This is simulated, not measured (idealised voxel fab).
process module | voxel self aligned contacts
cross-section cut | 170 nm wide | cells 5 nm
A cross-section is a grid of square cells, given in bands from the top down. A band is one or more rows of cells.
Each band's line starts with the height of the band's top and of its bottom, in nm. Then come its materials from left to right, each with its width in nm. One material with "throughout" fills the band from edge to edge. "air" is empty space.
Height 0 is the level under which the wafer as received is all one material. The lowest band goes on downwards, as in "0 down".
A width such as "30 to 40" changes by the same amount from each row of cells to the next, from the band's top row to its bottom row.
"no change" after a step means that no cell of the cross-section changed.
closed voids: empty space of 8 cells or more with no open way to the top, each as width x height at its distance from the left edge, in nm
after a step's settings: what the simulator itself notes on the step
overlay nm, on a step with a mask: how far to the right of its planned place the mask lay; to the left if negative
plan
1 op RECEIVE | material Si
2 op OXIDIZE | depth nm 5
3 op DIRECTIONAL_DEP | material polySi | thk nm 20
4 op DIRECTIONAL_DEP | material SiN | thk nm 25
5 op DIRECTIONAL_DEP | material aC | thk nm 15
6 op PATTERN | tone cover | mask id GATE | material resist | width nm 35 | pitch nm 70 | thk nm 30 | overlay nm 0
7 op DIRECTIONAL_ETCH | etch materials aC | depth nm 15
8 op STRIP | etch materials resist
9 op DIRECTIONAL_ETCH | etch materials SiN | depth nm 25
10 op DIRECTIONAL_ETCH | etch materials polySi | depth nm 20
11 op STRIP | etch materials aC
12 op CONFORMAL_DEP | material SiN | thk nm 10
13 op DIRECTIONAL_ETCH | etch materials SiN | depth nm 10
14 op FILL_DEP | material SiO2 | thk nm 15
15 op CMP | height nm 50
16 op PATTERN | tone open | mask id CONTACT | material resist | width nm 55 | thk nm 20 | overlay nm 0
17 op DIRECTIONAL_ETCH | etch materials SiO2 | depth nm 55
18 op STRIP | etch materials resist
19 op CONFORMAL_DEP | material TiN | thk nm 5
20 op FILL_DEP | material Ru | thk nm 5
21 op CMP | height nm 50
22 op CONFORMAL_DEP | material SiCN | thk nm 5
as received, after step 1
  0 down: Si throughout
  closed voids: none
a wafer at the end: this start, this plan, one mistake
  55 to 50: SiCN throughout
  50 to 45: SiO2 55 | TiN 55 | SiO2 60
  45 to 20: SiN 40 | SiO2 15 | SiN 55 | SiO2 15 | SiN 45
  20 to 0: polySi 30 | SiN 10 | SiO2 15 | SiN 10 | polySi 35 | SiN 10 | SiO2 15 | SiN 10 | polySi 35
  0 to -5: SiO2 throughout
  -5 down: Si throughout
  closed voids: none
what went wrong: step 6 ran as: op PATTERN | tone open | mask id GATE | material resist | width nm 35 | pitch nm 70 | thk nm 30 | overlay nm 0
